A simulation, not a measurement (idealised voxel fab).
Process module heading - voxel double patterning
cross-section cut | 265 nm wide | cells 5 nm
Cross-section spec: square-cell grid; bands listed top down; each band is one or more rows. Within each band entry, the heights of the top and of the bottom of the band appear first, in that order and in nm; the materials of the band then follow from left to right, each with its corresponding width in nm. The designation "all across" on a single material indicates that it fills the band from edge to edge; the designation "air" indicates empty space. Measure heights from 0. That's the level where, below it, the as-received wafer is all one material. The lowest band is bottomless and extends downward; write it as in "from 0 down". Think of "30->40" as a width that walks from the first number to the second as you go down the band, top row to bottom row, taking equal-sized steps from row to row. "remains unaltered" for a step: no cell of the cross-section changed in that step. Heads up: "Sealed internal cavities" only lists the empty pockets with no open path to the top that are 8 cells or more, and it writes them as width x height at distance, distance from the left edge, in nm. On each step's line, the part that comes after the settings is the simulator's own comment on the step. overlay nm: how far to the right of its planned place the mask lay on this masked step (negative: to the left).
The following list gives the planned process steps
step 1: RECEIVE | material Si
step 2: CONFORMAL_DEP | material SiO2 | thk nm 10
step 3: DIRECTIONAL_DEP | material polySi | thk nm 20
step 4: DIRECTIONAL_DEP | material SiCN | thk nm 5
step 5: DIRECTIONAL_DEP | material aC | thk nm 15
step 6: PATTERN | tone open | mask id FIRST | material resist | width nm 15 | pitch nm 50 | thk nm 35 | overlay nm 0
step 7: DIRECTIONAL_ETCH | etch materials aC | depth nm 15
step 8: STRIP | etch materials resist
step 9: DIRECTIONAL_ETCH | etch materials SiCN | depth nm 5
step 10: STRIP | etch materials aC
step 11: PATTERN | tone open | mask id SECOND | material resist | width nm 15 | thk nm 20 | overlay nm 0
step 12: DIRECTIONAL_ETCH | etch materials SiCN | depth nm 5
step 13: STRIP | etch materials resist
step 14: DIRECTIONAL_ETCH | etch materials polySi | depth nm 20
step 15: STRIP | etch materials SiCN
Cross-section of the wafer upon arrival, representing the state reached after step 1
- from 0 down | Si all across
- Sealed internal cavities: none
End-of-module cross-section. Starting structure and process plan as above; one mistake made in running it
- from 30 to 20 | SiO2 all across
- from 20 to 0 | polySi all across
- from 0 down | Si all across
- Sealed internal cavities: none
Misprocessing identified: the intended sequence of steps 2 and 3 was reversed during processing, with each occupying the position of the other
